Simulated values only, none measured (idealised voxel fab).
Name of the process module below: voxel ribs on slabs
Section cut is 165 nm wide and gridded with 5 nm square cells.
Throughout this document, each cross-section is represented as a grid of square cells and is presented as a sequence of bands enumerated from the top downward, where a band comprises one or more rows of cells. What a band's entry tells you: where the top is and where the bottom is, as heights in nm, and after that what lies inside, material by material from left to right, each with its width in nm. Empty space is written as the word "air", and a single material marked with the word "throughout" occupies the band from edge to edge. Height datum 0, below which the as-received substrate wafer is one material. Lowest band open at the bottom, running downward: "0..down". Read "30..40" as a graded width: first number on top, second number at the bottom, same change between each pair of neighbouring rows. Take "no change" at face value: in the step it is given for, the cross-section changed in none of its cells. Entry "Closed internal voids". Content: empty spaces with no open connection to the top, size 8 cells or greater. Each: width x height at distance. Distance: from left edge. Unit: nm. Text after the settings on a step's line: the simulator's own remark on that step. "overlay nm" denotes, for a step that has a mask, the displacement of the mask to the right of its planned place, with negative values corresponding to the left.
Plan:
1 RECEIVE, material Si
2 DIRECTIONAL_DEP, material SiO2, thk nm 30
3 DIRECTIONAL_DEP, material SiN, thk nm 25
4 MASKED_ETCH, tone cover, mask id RIB, width nm 25, etch materials SiN, depth nm 15, overlay nm 0
5 DIRECTIONAL_DEP, material aC, thk nm 15
6 PATTERN, tone cover, mask id SLAB, material resist, width nm 55, thk nm 30, overlay nm 0
7 DIRECTIONAL_ETCH, etch materials aC, depth nm 15
8 STRIP, etch materials resist
9 DIRECTIONAL_ETCH, etch materials SiN, depth nm 10
10 STRIP, etch materials aC
11 FILL_DEP, material SiO2, thk nm 15
12 CMP, height nm 65
13 DIRECTIONAL_DEP, material W, thk nm 5
14 PATTERN, tone cover, mask id HEATER, material resist, width nm 35, thk nm 20, overlay nm 0
15 DIRECTIONAL_ETCH, etch materials W, depth nm 5
16 STRIP, etch materials resist
17 CONFORMAL_DEP, material SiO2, thk nm 5
As received (post step 1): cross-section:
- 0..down | Si throughout
- Closed internal voids: none
Wafer at module end, in section. Began as above, planned as above, run with one mistake:
- 75..70 | air: 60; SiO2: 45; air: 60
- 70..65 | SiO2: 65; W: 35; SiO2: 65
- 65..25 | SiO2 throughout
- 25..0 | SiN throughout
- 0..down | Si throughout
- Closed internal voids: none
what went wrong: note: step 2 <-> step 3, run order reversed vs plan
